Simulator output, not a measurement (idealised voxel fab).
process module | voxel transistor to metal
Section shown: cut. Width: 290 nm. Cell size: 5 nm, square.
Notation: cross-section as square-cell grid; stated in bands, top first, going down; one or more cell rows per band. Band: top and bottom heights (nm) first, top before bottom; then materials from left to right, widths in nm. "everywhere" marks a sole material filling the band edge to edge. "blank" denotes empty space. Heights are expressed relative to 0, this being the level below which the as-received wafer comprises one material exclusively. The lowest band is unbounded in the downward direction and is denoted as in "0 nm and below". Quick explanation for "30->40": the width changes in equal steps down the rows of cells, from the first number in the band's top row to the second number in its bottom row. Where the words "nothing got changed" appear for a step, the cross-section shows no cell changed by that step; every cell remained as before. The list in "Enclosed internal voids" covers empty spaces of 8 cells or more that cannot reach the top through any open way, and it gives each as width x height at distance; the distance is from the left edge, and width, height and distance are in nm. Text after the settings on a step's line: the simulator's own remark on that step. "overlay nm", when on a step's line for a step with a mask, measures how far to the right of its planned place the mask lay; a negative measure means to the left. Guide to the pairs. Each holds a before and an after cross-section around one process step; the after cross-section is cut off at the lowest band that changed. Look under the pair for the step between them and its settings. Pairs can come from different runs of this module on the same starting wafer, so a pair follows on from the one above it only where its entry headed "Before the process" says it does.

**Before the process**
100 nm to 85 nm: 45 nm resist; 15 nm blank; 100 nm resist; 15 nm blank; 115 nm resist
85 nm to 60 nm: lowk everywhere
60 nm to 55 nm: SiCN everywhere
55 nm to 35 nm: 45 nm lowk; 5 nm TiN; 5 nm Ru; 5 nm TiN; 55 nm lowk; 5 nm TiN; 5 nm Ru; 5 nm TiN; 30 nm lowk; 5 nm TiN; 5 nm Ru; 5 nm TiN; 55 nm lowk; 5 nm TiN; 5 nm Ru; 5 nm TiN; 45 nm lowk
35 nm to 30 nm: 45 nm SiN; 15 nm TiN; 55 nm SiN; 15 nm TiN; 30 nm SiN; 15 nm TiN; 55 nm SiN; 15 nm TiN; 45 nm SiN
30 nm to 25 nm: 45 nm SiO2; 5 nm TiN; 5 nm W; 5 nm TiN; 55 nm SiO2; 5 nm TiN; 5 nm W; 5 nm TiN; 30 nm SiO2; 5 nm TiN; 5 nm W; 5 nm TiN; 55 nm SiO2; 5 nm TiN; 5 nm W; 5 nm TiN; 45 nm SiO2
25 nm to 20 nm: 45 nm SiO2; 5 nm TiN; 5 nm W; 5 nm TiN; 55 nm SiO2; 15 nm TiN; 30 nm SiO2; 5 nm TiN; 5 nm W; 5 nm TiN; 55 nm SiO2; 15 nm TiN; 45 nm SiO2
20 nm to 15 nm: 45 nm SiO2; 5 nm TiN; 5 nm W; 5 nm TiN; 5 nm SiO2; 10 nm SiN; 5 nm HfO2; 5 nm TiN; 15 nm W; 5 nm TiN; 5 nm HfO2; 10 nm SiN; 10 nm TiN; 30 nm SiO2; 5 nm TiN; 5 nm W; 5 nm TiN; 5 nm SiO2; 10 nm SiN; 5 nm HfO2; 5 nm TiN; 15 nm W; 5 nm TiN; 5 nm HfO2; 10 nm SiN; 10 nm TiN; 45 nm SiO2
15 nm to 10 nm: 45 nm SiO2; 15 nm TiN; 5 nm SiO2; 10 nm SiN; 5 nm HfO2; 5 nm TiN; 15 nm W; 5 nm TiN; 5 nm HfO2; 10 nm SiN; 10 nm TiN; 30 nm SiO2; 15 nm TiN; 5 nm SiO2; 10 nm SiN; 5 nm HfO2; 5 nm TiN; 15 nm W; 5 nm TiN; 5 nm HfO2; 10 nm SiN; 10 nm TiN; 45 nm SiO2
10 nm to 0 nm: 45 nm SiO2; 20 nm nSi; 10 nm SiN; 5 nm HfO2; 5 nm TiN; 15 nm W; 5 nm TiN; 5 nm HfO2; 10 nm SiN; 20 nm nSi; 20 nm SiO2; 20 nm nSi; 10 nm SiN; 5 nm HfO2; 5 nm TiN; 15 nm W; 5 nm TiN; 5 nm HfO2; 10 nm SiN; 20 nm nSi; 35 nm SiO2
0 nm to -5 nm: 45 nm SiO2; 20 nm nSi; 10 nm SiN; 5 nm HfO2; 25 nm TiN; 5 nm HfO2; 10 nm SiN; 20 nm nSi; 20 nm SiO2; 20 nm nSi; 10 nm SiN; 5 nm HfO2; 25 nm TiN; 5 nm HfO2; 10 nm SiN; 20 nm nSi; 35 nm SiO2
-5 nm to -10 nm: 35 nm SiO2; 30 nm nSi; 10 nm SiO2; 35 nm HfO2; 10 nm SiO2; 20 nm nSi; 10 nm SiO2; 30 nm nSi; 10 nm SiO2; 35 nm HfO2; 10 nm SiO2; 20 nm nSi; 35 nm SiO2
-10 nm to -25 nm: 40 nm SiO2; 25 nm nSi; 55 nm Si; 15 nm nSi; 20 nm SiO2; 25 nm nSi; 55 nm Si; 15 nm nSi; 40 nm SiO2
-25 nm to -40 nm: 40 nm SiO2; 95 nm Si; 20 nm SiO2; 95 nm Si; 40 nm SiO2
-40 nm and below: Si everywhere
Enclosed internal voids: none

**Post-Step Section View**
100 nm to 85 nm: 45 nm resist; 15 nm blank; 100 nm resist; 15 nm blank; 115 nm resist
85 nm to 70 nm: 45 nm lowk; 15 nm blank; 100 nm lowk; 15 nm blank; 115 nm lowk
Everything below 70 is unchanged.
Enclosed internal voids: none
The step that takes the structure from the upper cross-section to the lower one is DIRECTIONAL_ETCH [etch materials lowk] [depth nm 15]

Before the process: starting point is the after cross-section of the pair just above.

**Post-Step Section View**
85 nm to 70 nm: 45 nm lowk; 15 nm blank; 100 nm lowk; 15 nm blank; 115 nm lowk
Everything below 70 is unchanged.
Enclosed internal voids: none
The step that takes the structure from the upper cross-section to the lower one is STRIP [etch materials resist]

Before the process: starting point is the after cross-section of the pair just above.

**Post-Step Section View**
100 nm to 85 nm: 45 nm aC; 15 nm blank; 100 nm aC; 15 nm blank; 115 nm aC
85 nm to 70 nm: 45 nm lowk; 15 nm aC; 100 nm lowk; 15 nm aC; 115 nm lowk
Everything below 70 is unchanged.
Enclosed internal voids: none
The step that takes the structure from the upper cross-section to the lower one is DIRECTIONAL_DEP [material aC] [thk nm 15]

Before the process: starting point is the after cross-section of the pair just above.

**Post-Step Section View**
130 nm to 100 nm: 45 nm resist; 15 nm blank; 100 nm resist; 15 nm blank; 115 nm resist
Everything below 100 is unchanged.
Enclosed internal voids: none
The step that takes the structure from the upper cross-section to the lower one is PATTERN [tone open] [mask id METAL_2_HOLES] [material resist] [width nm 15] [pitch nm 115] [thk nm 30] [overlay nm 0]

Before the process: starting point is the after cross-section of the pair just above.

**Post-Step Section View**
115 nm to 100 nm: 45 nm resist; 15 nm blank; 100 nm resist; 15 nm blank; 115 nm resist
100 nm to 85 nm: 45 nm aC; 15 nm blank; 100 nm aC; 15 nm blank; 115 nm aC
85 nm to 70 nm: 45 nm lowk; 15 nm blank; 100 nm lowk; 15 nm blank; 115 nm lowk
Everything below 70 is unchanged.
Enclosed internal voids: none
The step that takes the structure from the upper cross-section to the lower one is DIRECTIONAL_ETCH [etch materials aC] [depth nm 15]

Before the process: starting point is the after cross-section of the pair just above.

**Post-Step Section View**
100 nm to 85 nm: 45 nm aC; 15 nm blank; 100 nm aC; 15 nm blank; 115 nm aC
Everything below 85 is unchanged.
Enclosed internal voids: none
The step that takes the structure from the upper cross-section to the lower one is STRIP [etch materials resist]

Before the process: starting point is the after cross-section of the pair just above.

**Post-Step Section View**
100 nm to 85 nm: 45 nm aC; 15 nm blank; 100 nm aC; 15 nm blank; 115 nm aC
85 nm to 60 nm: 45 nm lowk; 15 nm blank; 100 nm lowk; 15 nm blank; 115 nm lowk
Everything below 60 is unchanged.
Enclosed internal voids: none
The step that takes the structure from the upper cross-section to the lower one is DIRECTIONAL_ETCH [etch materials lowk] [depth nm 10]

Before the process: starting point is the after cross-section of the pair just above.

**Post-Step Section View**
100 nm to 85 nm: 45 nm aC; 15 nm blank; 100 nm aC; 15 nm blank; 115 nm aC
85 nm to 60 nm: 45 nm lowk; 15 nm blank; 100 nm lowk; 15 nm blank; 115 nm lowk
60 nm to 55 nm: 45 nm SiCN; 15 nm blank; 100 nm SiCN; 15 nm blank; 115 nm SiCN
Everything below 55 is unchanged.
Enclosed internal voids: none
The step that takes the structure from the upper cross-section to the lower one is DIRECTIONAL_ETCH [etch materials SiCN] [depth nm 5]

Before the process: starting point is the after cross-section of the pair just above.

**Post-Step Section View**
85 nm to 60 nm: 45 nm lowk; 15 nm blank; 100 nm lowk; 15 nm blank; 115 nm lowk
Everything below 60 is unchanged.
Enclosed internal voids: none
The step that takes the structure from the upper cross-section to the lower one is STRIP [etch materials aC]

Before the process: starting point is the after cross-section of the pair just above.

**Post-Step Section View**
90 nm to 85 nm: 50 nm TiN; 5 nm blank; 110 nm TiN; 5 nm blank; 120 nm TiN
85 nm to 60 nm: 45 nm lowk; 5 nm TiN; 5 nm blank; 5 nm TiN; 100 nm lowk; 5 nm TiN; 5 nm blank; 5 nm TiN; 115 nm lowk
60 nm to 55 nm: 45 nm SiCN; 15 nm TiN; 100 nm SiCN; 15 nm TiN; 115 nm SiCN
Everything below 55 is unchanged.
Enclosed internal voids: none
The step that takes the structure from the upper cross-section to the lower one is CONFORMAL_DEP [material TiN] [thk nm 5]

Before the process: starting point is the after cross-section of the pair just above.

**Post-Step Section View**
95 nm to 90 nm: Ru everywhere
90 nm to 85 nm: 50 nm TiN; 5 nm Ru; 110 nm TiN; 5 nm Ru; 120 nm TiN
85 nm to 60 nm: 45 nm lowk; 5 nm TiN; 5 nm Ru; 5 nm TiN; 100 nm lowk; 5 nm TiN; 5 nm Ru; 5 nm TiN; 115 nm lowk
Everything below 60 is unchanged.
Enclosed internal voids: none
The step that takes the structure from the upper cross-section to the lower one is FILL_DEP [material Ru] [thk nm 5]

Before the process: starting point is the after cross-section of the pair just above.

**Post-Step Section View**
85 nm to 60 nm: 45 nm lowk; 5 nm TiN; 5 nm Ru; 5 nm TiN; 100 nm lowk; 5 nm TiN; 5 nm Ru; 5 nm TiN; 115 nm lowk
Everything below 60 is unchanged.
Enclosed internal voids: none
The step that takes the structure from the upper cross-section to the lower one is CMP [height nm 85]

Before the process: starting point is the after cross-section of the pair just above.

**Post-Step Section View**
90 nm to 85 nm: SiCN everywhere
Everything below 85 is unchanged.
Enclosed internal voids: none
The step that takes the structure from the upper cross-section to the lower one is CONFORMAL_DEP [material SiCN] [thk nm 5]

**Before the process**
35 nm to 25 nm: 75 nm blank; 25 nm SiCN; 90 nm blank; 25 nm SiCN; 75 nm blank
25 nm to -5 nm: 75 nm blank; 25 nm polySi; 90 nm blank; 25 nm polySi; 75 nm blank
-5 nm to -10 nm: SiO2 everywhere
-10 nm to -40 nm: 40 nm SiO2; 95 nm Si; 20 nm SiO2; 95 nm Si; 40 nm SiO2
-40 nm and below: Si everywhere
Enclosed internal voids: none

**Post-Step Section View**
40 nm to 35 nm: 70 nm blank; 35 nm lowk; 80 nm blank; 35 nm lowk; 70 nm blank
35 nm to 25 nm: 70 nm blank; 5 nm lowk; 25 nm SiCN; 5 nm lowk; 80 nm blank; 5 nm lowk; 25 nm SiCN; 5 nm lowk; 70 nm blank
25 nm to 0 nm: 70 nm blank; 5 nm lowk; 25 nm polySi; 5 nm lowk; 80 nm blank; 5 nm lowk; 25 nm polySi; 5 nm lowk; 70 nm blank
0 nm to -5 nm: 75 nm lowk; 25 nm polySi; 90 nm lowk; 25 nm polySi; 75 nm lowk
Everything below -5 is unchanged.
Enclosed internal voids: none
The step that takes the structure from the upper cross-section to the lower one is CONFORMAL_DEP [material lowk] [thk nm 5]

Before the process: starting point is the after cross-section of the pair just above.

**Post-Step Section View**
50 nm to 40 nm: 60 nm blank; 55 nm SiN; 60 nm blank; 55 nm SiN; 60 nm blank
40 nm to 35 nm: 60 nm blank; 10 nm SiN; 35 nm lowk; 10 nm SiN; 60 nm blank; 10 nm SiN; 35 nm lowk; 10 nm SiN; 60 nm blank
35 nm to 25 nm: 60 nm blank; 10 nm SiN; 5 nm lowk; 25 nm SiCN; 5 nm lowk; 10 nm SiN; 60 nm blank; 10 nm SiN; 5 nm lowk; 25 nm SiCN; 5 nm lowk; 10 nm SiN; 60 nm blank
25 nm to 10 nm: 60 nm blank; 10 nm SiN; 5 nm lowk; 25 nm polySi; 5 nm lowk; 10 nm SiN; 60 nm blank; 10 nm SiN; 5 nm lowk; 25 nm polySi; 5 nm lowk; 10 nm SiN; 60 nm blank
10 nm to 0 nm: 70 nm SiN; 5 nm lowk; 25 nm polySi; 5 nm lowk; 80 nm SiN; 5 nm lowk; 25 nm polySi; 5 nm lowk; 70 nm SiN
Everything below 0 is unchanged.
Enclosed internal voids: none
The step that takes the structure from the upper cross-section to the lower one is CONFORMAL_DEP [material SiN] [thk nm 10]

Before the process: starting point is the after cross-section of the pair just above.

**Post-Step Section View**
40 nm to 35 nm: 60 nm blank; 10 nm SiN; 35 nm lowk; 10 nm SiN; 60 nm blank; 10 nm SiN; 35 nm lowk; 10 nm SiN; 60 nm blank
35 nm to 25 nm: 60 nm blank; 10 nm SiN; 5 nm lowk; 25 nm SiCN; 5 nm lowk; 10 nm SiN; 60 nm blank; 10 nm SiN; 5 nm lowk; 25 nm SiCN; 5 nm lowk; 10 nm SiN; 60 nm blank
25 nm to 0 nm: 60 nm blank; 10 nm SiN; 5 nm lowk; 25 nm polySi; 5 nm lowk; 10 nm SiN; 60 nm blank; 10 nm SiN; 5 nm lowk; 25 nm polySi; 5 nm lowk; 10 nm SiN; 60 nm blank
Everything below 0 is unchanged.
Enclosed internal voids: none
The step that takes the structure from the upper cross-section to the lower one is DIRECTIONAL_ETCH [etch materials SiN] [depth nm 10]

Before the process: starting point is the after cross-section of the pair just above.

**Post-Step Section View**
50 nm to 40 nm: SiO2 everywhere
40 nm to 35 nm: 60 nm SiO2; 10 nm SiN; 35 nm lowk; 10 nm SiN; 60 nm SiO2; 10 nm SiN; 35 nm lowk; 10 nm SiN; 60 nm SiO2
35 nm to 25 nm: 60 nm SiO2; 10 nm SiN; 5 nm lowk; 25 nm SiCN; 5 nm lowk; 10 nm SiN; 60 nm SiO2; 10 nm SiN; 5 nm lowk; 25 nm SiCN; 5 nm lowk; 10 nm SiN; 60 nm SiO2
25 nm to 0 nm: 60 nm SiO2; 10 nm SiN; 5 nm lowk; 25 nm polySi; 5 nm lowk; 10 nm SiN; 60 nm SiO2; 10 nm SiN; 5 nm lowk; 25 nm polySi; 5 nm lowk; 10 nm SiN; 60 nm SiO2
Everything below 0 is unchanged.
Enclosed internal voids: none
The step that takes the structure from the upper cross-section to the lower one is FILL_DEP [material SiO2] [thk nm 10]

Before the process: starting point is the after cross-section of the pair just above.

**Post-Step Section View**
25 nm to 0 nm: 60 nm SiO2; 10 nm SiN; 5 nm lowk; 25 nm polySi; 5 nm lowk; 10 nm SiN; 60 nm SiO2; 10 nm SiN; 5 nm lowk; 25 nm polySi; 5 nm lowk; 10 nm SiN; 60 nm SiO2
Everything below 0 is unchanged.
Enclosed internal voids: none
The step that takes the structure from the upper cross-section to the lower one is CMP [height nm 25]

Before the process: starting point is the after cross-section of the pair just above.

**Post-Step Section View**
25 nm to 0 nm: 60 nm SiO2; 10 nm SiN; 5 nm lowk; 25 nm blank; 5 nm lowk; 10 nm SiN; 60 nm SiO2; 10 nm SiN; 5 nm lowk; 25 nm blank; 5 nm lowk; 10 nm SiN; 60 nm SiO2
0 nm to -5 nm: 75 nm lowk; 25 nm blank; 90 nm lowk; 25 nm blank; 75 nm lowk
Everything below -5 is unchanged.
Enclosed internal voids: none
The step that takes the structure from the upper cross-section to the lower one is STRIP [etch materials polySi]

Before the process: starting point is the after cross-section of the pair just above.

**Post-Step Section View**
25 nm to 20 nm: 60 nm blank; 10 nm SiN; 5 nm lowk; 25 nm blank; 5 nm lowk; 10 nm SiN; 60 nm blank; 10 nm SiN; 5 nm lowk; 25 nm blank; 5 nm lowk; 10 nm SiN; 60 nm blank
20 nm to 0 nm: 60 nm SiO2; 10 nm SiN; 5 nm lowk; 25 nm blank; 5 nm lowk; 10 nm SiN; 60 nm SiO2; 10 nm SiN; 5 nm lowk; 25 nm blank; 5 nm lowk; 10 nm SiN; 60 nm SiO2
0 nm to -5 nm: 75 nm lowk; 25 nm blank; 90 nm lowk; 25 nm blank; 75 nm lowk
-5 nm to -10 nm: 70 nm SiO2; 35 nm blank; 80 nm SiO2; 35 nm blank; 70 nm SiO2
Everything below -10 is unchanged.
Enclosed internal voids: none
The step that takes the structure from the upper cross-section to the lower one is SELECTIVE_ETCH [etch materials SiO2] [depth nm 5]

Before the process: starting point is the after cross-section of the pair just above.

**Post-Step Section View**
30 nm to 25 nm: 55 nm blank; 25 nm HfO2; 15 nm blank; 25 nm HfO2; 50 nm blank; 25 nm HfO2; 15 nm blank; 25 nm HfO2; 55 nm blank
25 nm to 20 nm: 60 nm HfO2; 10 nm SiN; 5 nm lowk; 5 nm HfO2; 15 nm blank; 5 nm HfO2; 5 nm lowk; 10 nm SiN; 60 nm HfO2; 10 nm SiN; 5 nm lowk; 5 nm HfO2; 15 nm blank; 5 nm HfO2; 5 nm lowk; 10 nm SiN; 60 nm HfO2
20 nm to 0 nm: 60 nm SiO2; 10 nm SiN; 5 nm lowk; 5 nm HfO2; 15 nm blank; 5 nm HfO2; 5 nm lowk; 10 nm SiN; 60 nm SiO2; 10 nm SiN; 5 nm lowk; 5 nm HfO2; 15 nm blank; 5 nm HfO2; 5 nm lowk; 10 nm SiN; 60 nm SiO2
0 nm to -5 nm: 75 nm lowk; 5 nm HfO2; 15 nm blank; 5 nm HfO2; 90 nm lowk; 5 nm HfO2; 15 nm blank; 5 nm HfO2; 75 nm lowk
-5 nm to -10 nm: 70 nm SiO2; 35 nm HfO2; 80 nm SiO2; 35 nm HfO2; 70 nm SiO2
Everything below -10 is unchanged.
Enclosed internal voids: none
The step that takes the structure from the upper cross-section to the lower one is CONFORMAL_DEP [material HfO2] [thk nm 5]

Before the process: starting point is the after cross-section of the pair just above.

**Post-Step Section View**
35 nm to 30 nm: 50 nm blank; 35 nm TiN; 5 nm blank; 35 nm TiN; 40 nm blank; 35 nm TiN; 5 nm blank; 35 nm TiN; 50 nm blank
30 nm to 25 nm: 55 nm TiN; 25 nm HfO2; 5 nm TiN; 5 nm blank; 5 nm TiN; 25 nm HfO2; 50 nm TiN; 25 nm HfO2; 5 nm TiN; 5 nm blank; 5 nm TiN; 25 nm HfO2; 55 nm TiN
25 nm to 20 nm: 60 nm HfO2; 10 nm SiN; 5 nm lowk; 5 nm HfO2; 5 nm TiN; 5 nm blank; 5 nm TiN; 5 nm HfO2; 5 nm lowk; 10 nm SiN; 60 nm HfO2; 10 nm SiN; 5 nm lowk; 5 nm HfO2; 5 nm TiN; 5 nm blank; 5 nm TiN; 5 nm HfO2; 5 nm lowk; 10 nm SiN; 60 nm HfO2
20 nm to 0 nm: 60 nm SiO2; 10 nm SiN; 5 nm lowk; 5 nm HfO2; 5 nm TiN; 5 nm blank; 5 nm TiN; 5 nm HfO2; 5 nm lowk; 10 nm SiN; 60 nm SiO2; 10 nm SiN; 5 nm lowk; 5 nm HfO2; 5 nm TiN; 5 nm blank; 5 nm TiN; 5 nm HfO2; 5 nm lowk; 10 nm SiN; 60 nm SiO2
0 nm to -5 nm: 75 nm lowk; 5 nm HfO2; 15 nm TiN; 5 nm HfO2; 90 nm lowk; 5 nm HfO2; 15 nm TiN; 5 nm HfO2; 75 nm lowk
Everything below -5 is unchanged.
Enclosed internal voids: none
The step that takes the structure from the upper cross-section to the lower one is CONFORMAL_DEP [material TiN] [thk nm 5]

Before the process: starting point is the after cross-section of the pair just above.

**Post-Step Section View**
40 nm to 35 nm: W everywhere
35 nm to 30 nm: 50 nm W; 35 nm TiN; 5 nm W; 35 nm TiN; 40 nm W; 35 nm TiN; 5 nm W; 35 nm TiN; 50 nm W
30 nm to 25 nm: 55 nm TiN; 25 nm HfO2; 5 nm TiN; 5 nm W; 5 nm TiN; 25 nm HfO2; 50 nm TiN; 25 nm HfO2; 5 nm TiN; 5 nm W; 5 nm TiN; 25 nm HfO2; 55 nm TiN
25 nm to 20 nm: 60 nm HfO2; 10 nm SiN; 5 nm lowk; 5 nm HfO2; 5 nm TiN; 5 nm W; 5 nm TiN; 5 nm HfO2; 5 nm lowk; 10 nm SiN; 60 nm HfO2; 10 nm SiN; 5 nm lowk; 5 nm HfO2; 5 nm TiN; 5 nm W; 5 nm TiN; 5 nm HfO2; 5 nm lowk; 10 nm SiN; 60 nm HfO2
20 nm to 0 nm: 60 nm SiO2; 10 nm SiN; 5 nm lowk; 5 nm HfO2; 5 nm TiN; 5 nm W; 5 nm TiN; 5 nm HfO2; 5 nm lowk; 10 nm SiN; 60 nm SiO2; 10 nm SiN; 5 nm lowk; 5 nm HfO2; 5 nm TiN; 5 nm W; 5 nm TiN; 5 nm HfO2; 5 nm lowk; 10 nm SiN; 60 nm SiO2
Everything below 0 is unchanged.
Enclosed internal voids: none
The step that takes the structure from the upper cross-section to the lower one is FILL_DEP [material W] [thk nm 5]

Before the process: starting point is the after cross-section of the pair just above.

**Post-Step Section View**
20 nm to 0 nm: 60 nm SiO2; 10 nm SiN; 5 nm lowk; 5 nm HfO2; 5 nm TiN; 5 nm W; 5 nm TiN; 5 nm HfO2; 5 nm lowk; 10 nm SiN; 60 nm SiO2; 10 nm SiN; 5 nm lowk; 5 nm HfO2; 5 nm TiN; 5 nm W; 5 nm TiN; 5 nm HfO2; 5 nm lowk; 10 nm SiN; 60 nm SiO2
Everything below 0 is unchanged.
Enclosed internal voids: none
The step that takes the structure from the upper cross-section to the lower one is CMP [height nm 20]

Before the process: starting point is the after cross-section of the pair just above.

**Post-Step Section View**
30 nm to 20 nm: SiO2 everywhere
Everything below 20 is unchanged.
Enclosed internal voids: none
The step that takes the structure from the upper cross-section to the lower one is DIRECTIONAL_DEP [material SiO2] [thk nm 10]

Before the process: starting point is the after cross-section of the pair just above.

**Post-Step Section View**
45 nm to 30 nm: 45 nm resist; 15 nm blank; 55 nm resist; 15 nm blank; 30 nm resist; 15 nm blank; 55 nm resist; 15 nm blank; 45 nm resist
Everything below 30 is unchanged.
Enclosed internal voids: none
The step that takes the structure from the upper cross-section to the lower one is PATTERN [tone open] [mask id CONTACT] [material resist] [width nm 15] [thk nm 15] [overlay nm 0]

Before the process: starting point is the after cross-section of the pair just above.

**Post-Step Section View**
45 nm to 30 nm: 45 nm resist; 15 nm blank; 55 nm resist; 15 nm blank; 30 nm resist; 15 nm blank; 55 nm resist; 15 nm blank; 45 nm resist
30 nm to 20 nm: 45 nm SiO2; 15 nm blank; 55 nm SiO2; 15 nm blank; 30 nm SiO2; 15 nm blank; 55 nm SiO2; 15 nm blank; 45 nm SiO2
20 nm to 10 nm: 45 nm SiO2; 15 nm blank; 10 nm SiN; 5 nm lowk; 5 nm HfO2; 5 nm TiN; 5 nm W; 5 nm TiN; 5 nm HfO2; 5 nm lowk; 10 nm SiN; 15 nm blank; 30 nm SiO2; 15 nm blank; 10 nm SiN; 5 nm lowk; 5 nm HfO2; 5 nm TiN; 5 nm W; 5 nm TiN; 5 nm HfO2; 5 nm lowk; 10 nm SiN; 15 nm blank; 45 nm SiO2
Everything below 10 is unchanged.
Enclosed internal voids: none
The step that takes the structure from the upper cross-section to the lower one is DIRECTIONAL_ETCH [etch materials SiO2] [depth nm 20]

Before the process: starting point is the after cross-section of the pair just above.

**Post-Step Section View**
30 nm to 20 nm: 45 nm SiO2; 15 nm blank; 55 nm SiO2; 15 nm blank; 30 nm SiO2; 15 nm blank; 55 nm SiO2; 15 nm blank; 45 nm SiO2
Everything below 20 is unchanged.
Enclosed internal voids: none
The step that takes the structure from the upper cross-section to the lower one is STRIP [etch materials resist]

Before the process: starting point is the after cross-section of the pair just above.

**Post-Step Section View**
35 nm to 30 nm: 50 nm TiN; 5 nm blank; 65 nm TiN; 5 nm blank; 40 nm TiN; 5 nm blank; 65 nm TiN; 5 nm blank; 50 nm TiN
30 nm to 20 nm: 45 nm SiO2; 5 nm TiN; 5 nm blank; 5 nm TiN; 55 nm SiO2; 5 nm TiN; 5 nm blank; 5 nm TiN; 30 nm SiO2; 5 nm TiN; 5 nm blank; 5 nm TiN; 55 nm SiO2; 5 nm TiN; 5 nm blank; 5 nm TiN; 45 nm SiO2
20 nm to 15 nm: 45 nm SiO2; 5 nm TiN; 5 nm blank; 5 nm TiN; 10 nm SiN; 5 nm lowk; 5 nm HfO2; 5 nm TiN; 5 nm W; 5 nm TiN; 5 nm HfO2; 5 nm lowk; 10 nm SiN; 5 nm TiN; 5 nm blank; 5 nm TiN; 30 nm SiO2; 5 nm TiN; 5 nm blank; 5 nm TiN; 10 nm SiN; 5 nm lowk; 5 nm HfO2; 5 nm TiN; 5 nm W; 5 nm TiN; 5 nm HfO2; 5 nm lowk; 10 nm SiN; 5 nm TiN; 5 nm blank; 5 nm TiN; 45 nm SiO2
15 nm to 10 nm: 45 nm SiO2; 15 nm TiN; 10 nm SiN; 5 nm lowk; 5 nm HfO2; 5 nm TiN; 5 nm W; 5 nm TiN; 5 nm HfO2; 5 nm lowk; 10 nm SiN; 15 nm TiN; 30 nm SiO2; 15 nm TiN; 10 nm SiN; 5 nm lowk; 5 nm HfO2; 5 nm TiN; 5 nm W; 5 nm TiN; 5 nm HfO2; 5 nm lowk; 10 nm SiN; 15 nm TiN; 45 nm SiO2
Everything below 10 is unchanged.
Enclosed internal voids: none
The step that takes the structure from the upper cross-section to the lower one is CONFORMAL_DEP [material TiN] [thk nm 5]

Before the process: starting point is the after cross-section of the pair just above.

**Post-Step Section View**
40 nm to 35 nm: W everywhere
35 nm to 30 nm: 50 nm TiN; 5 nm W; 65 nm TiN; 5 nm W; 40 nm TiN; 5 nm W; 65 nm TiN; 5 nm W; 50 nm TiN
30 nm to 20 nm: 45 nm SiO2; 5 nm TiN; 5 nm W; 5 nm TiN; 55 nm SiO2; 5 nm TiN; 5 nm W; 5 nm TiN; 30 nm SiO2; 5 nm TiN; 5 nm W; 5 nm TiN; 55 nm SiO2; 5 nm TiN; 5 nm W; 5 nm TiN; 45 nm SiO2
20 nm to 15 nm: 45 nm SiO2; 5 nm TiN; 5 nm W; 5 nm TiN; 10 nm SiN; 5 nm lowk; 5 nm HfO2; 5 nm TiN; 5 nm W; 5 nm TiN; 5 nm HfO2; 5 nm lowk; 10 nm SiN; 5 nm TiN; 5 nm W; 5 nm TiN; 30 nm SiO2; 5 nm TiN; 5 nm W; 5 nm TiN; 10 nm SiN; 5 nm lowk; 5 nm HfO2; 5 nm TiN; 5 nm W; 5 nm TiN; 5 nm HfO2; 5 nm lowk; 10 nm SiN; 5 nm TiN; 5 nm W; 5 nm TiN; 45 nm SiO2
Everything below 15 is unchanged.
Enclosed internal voids: none
The step that takes the structure from the upper cross-section to the lower one is FILL_DEP [material W] [thk nm 5]

Before the process: starting point is the after cross-section of the pair just above.

**Post-Step Section View**
30 nm to 20 nm: 45 nm SiO2; 5 nm TiN; 5 nm W; 5 nm TiN; 55 nm SiO2; 5 nm TiN; 5 nm W; 5 nm TiN; 30 nm SiO2; 5 nm TiN; 5 nm W; 5 nm TiN; 55 nm SiO2; 5 nm TiN; 5 nm W; 5 nm TiN; 45 nm SiO2
Everything below 20 is unchanged.
Enclosed internal voids: none
The step that takes the structure from the upper cross-section to the lower one is CMP [height nm 30]

Before the process: starting point is the after cross-section of the pair just above.

**Post-Step Section View**
35 nm to 30 nm: SiN everywhere
Everything below 30 is unchanged.
Enclosed internal voids: none
The step that takes the structure from the upper cross-section to the lower one is CONFORMAL_DEP [material SiN] [thk nm 5]

Before the process: starting point is the after cross-section of the pair just above.

**Post-Step Section View**
55 nm to 35 nm: lowk everywhere
Everything below 35 is unchanged.
Enclosed internal voids: none
The step that takes the structure from the upper cross-section to the lower one is DIRECTIONAL_DEP [material lowk] [thk nm 20]

Before the process: starting point is the after cross-section of the pair just above.

**Post-Step Section View**
55 nm to 35 nm: 45 nm lowk; 15 nm blank; 55 nm lowk; 15 nm blank; 30 nm lowk; 15 nm blank; 55 nm lowk; 15 nm blank; 45 nm lowk
Everything below 35 is unchanged.
Enclosed internal voids: none
The step that takes the structure from the upper cross-section to the lower one is MASKED_ETCH [tone open] [mask id METAL_1] [width nm 15] [etch materials lowk] [depth nm 20] [overlay nm 0]

Before the process: starting point is the after cross-section of the pair just above.

**Post-Step Section View**
55 nm to 35 nm: 45 nm lowk; 15 nm blank; 55 nm lowk; 15 nm blank; 30 nm lowk; 15 nm blank; 55 nm lowk; 15 nm blank; 45 nm lowk
35 nm to 30 nm: 45 nm SiN; 15 nm blank; 55 nm SiN; 15 nm blank; 30 nm SiN; 15 nm blank; 55 nm SiN; 15 nm blank; 45 nm SiN
Everything below 30 is unchanged.
Enclosed internal voids: none
The step that takes the structure from the upper cross-section to the lower one is MASKED_ETCH [tone open] [mask id METAL_1] [width nm 15] [etch materials SiN] [depth nm 5] [overlay nm 0]

Before the process: starting point is the after cross-section of the pair just above.

**Post-Step Section View**
60 nm to 55 nm: 50 nm TiN; 5 nm blank; 65 nm TiN; 5 nm blank; 40 nm TiN; 5 nm blank; 65 nm TiN; 5 nm blank; 50 nm TiN
55 nm to 35 nm: 45 nm lowk; 5 nm TiN; 5 nm blank; 5 nm TiN; 55 nm lowk; 5 nm TiN; 5 nm blank; 5 nm TiN; 30 nm lowk; 5 nm TiN; 5 nm blank; 5 nm TiN; 55 nm lowk; 5 nm TiN; 5 nm blank; 5 nm TiN; 45 nm lowk
35 nm to 30 nm: 45 nm SiN; 15 nm TiN; 55 nm SiN; 15 nm TiN; 30 nm SiN; 15 nm TiN; 55 nm SiN; 15 nm TiN; 45 nm SiN
Everything below 30 is unchanged.
Enclosed internal voids: none
The step that takes the structure from the upper cross-section to the lower one is CONFORMAL_DEP [material TiN] [thk nm 5]
